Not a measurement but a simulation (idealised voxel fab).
process module | voxel self aligned contacts
cross-section cut | 185 nm wide | cells 5 nm
A cross-section is a grid of square cells, given in bands from the top down. A band is one or more rows of cells.
Each band's line starts with the height of the band's top and of its bottom, in nm. Then come its materials from left to right, each with its width in nm. One material with "throughout" fills the band from edge to edge. "air" is empty space.
Height 0 is the level under which the wafer as received is all one material. The lowest band goes on downwards, as in "0 down".
A width such as "30 to 40" changes by the same amount from each row of cells to the next, from the band's top row to its bottom row.
"no change" after a step means that no cell of the cross-section changed.
closed voids: empty space of 8 cells or more with no open way to the top, each as width x height at its distance from the left edge, in nm
after a step's settings: what the simulator itself notes on the step
overlay nm, on a step with a mask: how far to the right of its planned place the mask lay; to the left if negative
plan
1 op RECEIVE | material Si
2 op CONFORMAL_DEP | material SiO2 | thk nm 5
3 op DIRECTIONAL_DEP | material polySi | thk nm 30
4 op DIRECTIONAL_DEP | material SiN | thk nm 20
5 op MASKED_ETCH | tone cover | mask id GATE | width nm 25 | pitch nm 60 | etch materials SiN | depth nm 20 | overlay nm 0
6 op MASKED_ETCH | tone cover | mask id GATE | width nm 25 | pitch nm 60 | etch materials polySi | depth nm 30 | overlay nm 0
7 op CONFORMAL_DEP | material SiN | thk nm 10
8 op DIRECTIONAL_ETCH | etch materials SiN | depth nm 10
9 op FILL_DEP | material SiO2 | thk nm 10
10 op CMP | height nm 60
11 op DIRECTIONAL_DEP | material aC | thk nm 10
12 op PATTERN | tone open | mask id CONTACT | material resist | width nm 45 | thk nm 25 | overlay nm 0
13 op DIRECTIONAL_ETCH | etch materials aC | depth nm 10
14 op STRIP | etch materials resist
15 op DIRECTIONAL_ETCH | etch materials SiO2 | depth nm 60
16 op STRIP | etch materials aC
17 op CONFORMAL_DEP | material TiN | thk nm 5
18 op FILL_DEP | material Ru | thk nm 10
19 op CMP | height nm 60
20 op CONFORMAL_DEP | material SiCN | thk nm 5
as received, after step 1
  0 down: Si throughout
  closed voids: none
first wafer at the end, as planned
  65 to 60: SiCN throughout
  60 to 55: SiO2 70 | TiN 20 | Ru 5 | TiN 20 | SiO2 70
  55 to 35: SiO2 40 | SiN 45 | TiN 5 | Ru 5 | TiN 5 | SiN 45 | SiO2 40
  35 to 5: SiO2 40 | SiN 10 | polySi 25 | SiN 10 | TiN 5 | Ru 5 | TiN 5 | SiN 10 | polySi 25 | SiN 10 | SiO2 40
  5 to 0: SiO2 85 | TiN 15 | SiO2 85
  0 down: Si throughout
  closed voids: none
second wafer at the end: like start, like plan, one mistake
  65 to 60: SiCN throughout
  60 to 55: SiO2 70 | TiN 20 | Ru 5 | TiN 20 | SiO2 70
  55 to 35: SiO2 40 | SiN 45 | TiN 5 | Ru 5 | TiN 5 | SiN 45 | SiO2 40
  35 to 15: SiO2 40 | SiN 10 | polySi 25 | SiN 10 | TiN 5 | Ru 5 | TiN 5 | SiN 10 | polySi 25 | SiN 10 | SiO2 40
  15 to 10: SiO2 40 | SiN 10 | polySi 25 | SiN 10 | TiN 15 | SiN 10 | polySi 25 | SiN 10 | SiO2 40
  10 to 5: SiO2 40 | SiN 10 | polySi 25 | SiN 10 | SiO2 15 | SiN 10 | polySi 25 | SiN 10 | SiO2 40
  5 to 0: SiO2 throughout
  0 down: Si throughout
  closed voids: none
what went wrong: step 15 ran as: op DIRECTIONAL_ETCH | etch materials SiO2 | depth nm 50
at the end the second wafer has, in cells: 2 fewer of Ru | 6 more of SiO2 | 4 fewer of TiN
